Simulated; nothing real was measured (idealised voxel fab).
Title: Process Module voxel gate over fins
The cross-section shown here is cut; it is 160 nm wide and divided into square cells measuring 5 nm on a side.
Cross-section spec: square-cell grid; bands listed top down; each band is one or more rows.
The band entry comprises the height of the band's top followed by the height of its bottom, expressed in nm, and subsequently the band's materials from left to right, each stated together with its width in nm. Where a single material is marked with the word "everywhere", that material fills the band from edge to edge. The word "air" represents empty space.
Heights from 0 (as-received wafer is one material below). Bottom band endless downward, as "0 -> down".
The two numbers in a width such as "30..40" mark its ends across the band: the first belongs to the top row of cells, the second to the bottom row, and from each row to the next the width moves by the same amount.
"nothing was modified", as given for a step, is the statement that not any cell of the cross-section underwent a change during that step.
"Trapped void list" enumerates empty spaces isolated from the top, with no open way to it, that contain at least 8 cells, giving each as width x height at distance from the left edge, all three in nm.
Post-settings text on a step line: simulator's own remark regarding the step.
The optional step-line setting "overlay nm" applies to steps with a mask and quantifies how far to the right of its planned location the mask lay, a negative value indicating leftward placement.

**plan**
| 1 | RECEIVE, material Si |
| 2 | CONFORMAL_DEP, material SiN, thk nm 5 |
| 3 | DIRECTIONAL_DEP, material aC, thk nm 10 |
| 4 | PATTERN, tone cover, mask id FINS, material resist, width nm 15, pitch nm 35, thk nm 30, overlay nm 0 |
| 5 | DIRECTIONAL_ETCH, etch materials aC, depth nm 10 |
| 6 | STRIP, etch materials resist |
| 7 | DIRECTIONAL_ETCH, etch materials SiN, depth nm 5 |
| 8 | DIRECTIONAL_ETCH, etch materials Si, depth nm 30 |
| 9 | STRIP, etch materials aC |
| 10 | OXIDIZE, depth nm 5 |
| 11 | FILL_DEP, material SiO2, thk nm 10 |
| 12 | CMP, height nm 5 |
| 13 | SELECTIVE_ETCH, etch materials SiO2, depth nm 15 |
| 14 | STRIP, etch materials SiN |
| 15 | CONFORMAL_DEP, material HfO2, thk nm 5 |
| 16 | CONFORMAL_DEP, material TiN, thk nm 5 |
| 17 | CONFORMAL_DEP, material TiAl, thk nm 5 |
| 18 | CONFORMAL_DEP, material TiN, thk nm 5 |
| 19 | FILL_DEP, material W, thk nm 10 |
| 20 | CMP, height nm 25 |
| 21 | CONFORMAL_DEP, material SiCN, thk nm 5 |

**As received (post step 1): cross-section**
  0 -> down | Si everywhere
  Trapped void list: none

**This is how the wafer looks in cross-section once the module is done, given the starting state and plan above and one mistake in carrying the plan out**
  30 -> 25 | SiCN everywhere
  25 -> 20 | W everywhere
  20 -> 15 | W: 40; TiN: 80; W: 40
  15 -> 10 | W: 40; TiN: 5; TiAl: 70; TiN: 5; W: 40
  10 -> 5 | W: 40; TiN: 5; TiAl: 5; TiN: 25; TiAl: 10; TiN: 25; TiAl: 5; TiN: 5; W: 40
  5 -> 0 | W: 40; TiN: 5; TiAl: 5; TiN: 5; HfO2: 15; TiN: 5; TiAl: 10; TiN: 5; HfO2: 15; TiN: 5; TiAl: 5; TiN: 5; W: 40
  0 -> -5 | W: 40; TiN: 5; TiAl: 5; TiN: 5; HfO2: 5; Si: 5; HfO2: 5; TiN: 5; TiAl: 10; TiN: 5; HfO2: 5; Si: 5; HfO2: 5; TiN: 5; TiAl: 5; TiN: 5; W: 40
  -5 -> -10 | TiN: 45; TiAl: 5; TiN: 5; HfO2: 5; Si: 5; HfO2: 5; TiN: 5; TiAl: 10; TiN: 5; HfO2: 5; Si: 5; HfO2: 5; TiN: 5; TiAl: 5; TiN: 45
  -10 -> -15 | TiAl: 50; TiN: 5; HfO2: 5; Si: 5; HfO2: 5; TiN: 5; TiAl: 10; TiN: 5; HfO2: 5; Si: 5; HfO2: 5; TiN: 5; TiAl: 50
  -15 -> -20 | TiN: 55; HfO2: 5; Si: 5; HfO2: 5; TiN: 20; HfO2: 5; Si: 5; HfO2: 5; TiN: 55
  -20 -> -25 | HfO2: 60; Si: 5; HfO2: 30; Si: 5; HfO2: 60
  -25 -> -35 | SiO2: 60; Si: 5; SiO2: 30; Si: 5; SiO2: 60
  -35 -> down | Si everywhere
  Trapped void list: none
Error vs. plan: step 13 was run twice
